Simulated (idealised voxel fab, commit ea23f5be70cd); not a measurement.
Module name: voxel local oxidation (process module)
270 nm wide, 5 nm square cells: that's cross-section cut.
How to read a cross-section here: the picture is a grid of square cells, written as bands going from the top down, and any band can span one or more rows of cells. Look at the band entry: it leads with the top's height and the bottom's height in nm. Then it lists the materials left to right, with a width in nm for each. The word "full width" on a single material says that material fills the band edge to edge. The word "blank" is empty space. Where do heights start? At 0: under that level the wafer as delivered is made of one material only. And the lowest band has no floor; it just carries on downward, as in "0 -> down". When a width is written as two numbers, as in "30->40", the first number is the width in the top row of cells of the band and the second is the width in its bottom row, and the width changes by the same amount from each row to the next. "nothing different" -> step changed no cross-section cell. Closed empty spaces (no open way to the top) of 8 cells or more are what "Enclosed cavities" lists, each as width x height at distance from the left edge, nm for all three. What comes after the settings on a step's line is commentary from the simulator itself on that step. overlay nm: on a step with a mask, how far right of its planned place the mask lay; negative means left.
## Below is the list of planned process steps
| 1 | RECEIVE [material Si] |
| 2 | OXIDIZE [depth nm 5] |
| 3 | CONFORMAL_DEP [material SiN] [thk nm 10] |
| 4 | PATTERN [tone cover] [mask id ACTIVE] [material resist] [width nm 115] [thk nm 20] [overlay nm 0] |
| 5 | DIRECTIONAL_ETCH [etch materials SiN] [depth nm 10] |
| 6 | STRIP [etch materials resist] |
| 7 | SELECTIVE_ETCH [etch materials SiO2] [depth nm 5] |
| 8 | OXIDIZE [depth nm 15] |
| 9 | STRIP [etch materials SiN] |
Don't read the plan's width nm for step 4 as applying to every wafer: that's the first wafer's value, and the wafers differ in it, though they all start identical.
## Cross-section: the first of several wafers in its as-received state, i.e. following step 1
0 -> down  Si full width
Enclosed cavities: none
## So in this table every wafer gets its own row, and what you see is where it stands at the end of the module: for each material, how many cells it picked up (+) or gave up (-) since we received it, and after that its closed voids
width nm 115 | -171 Si | +138 SiO2 | Enclosed cavities: none
width nm 120 | -168 Si | +136 SiO2 | Enclosed cavities: none
width nm 125 | -165 Si | +134 SiO2 | Enclosed cavities: none
width nm 130 | -162 Si | +132 SiO2 | Enclosed cavities: none
width nm 135 | -159 Si | +130 SiO2 | Enclosed cavities: none
width nm 140 | -156 Si | +128 SiO2 | Enclosed cavities: none
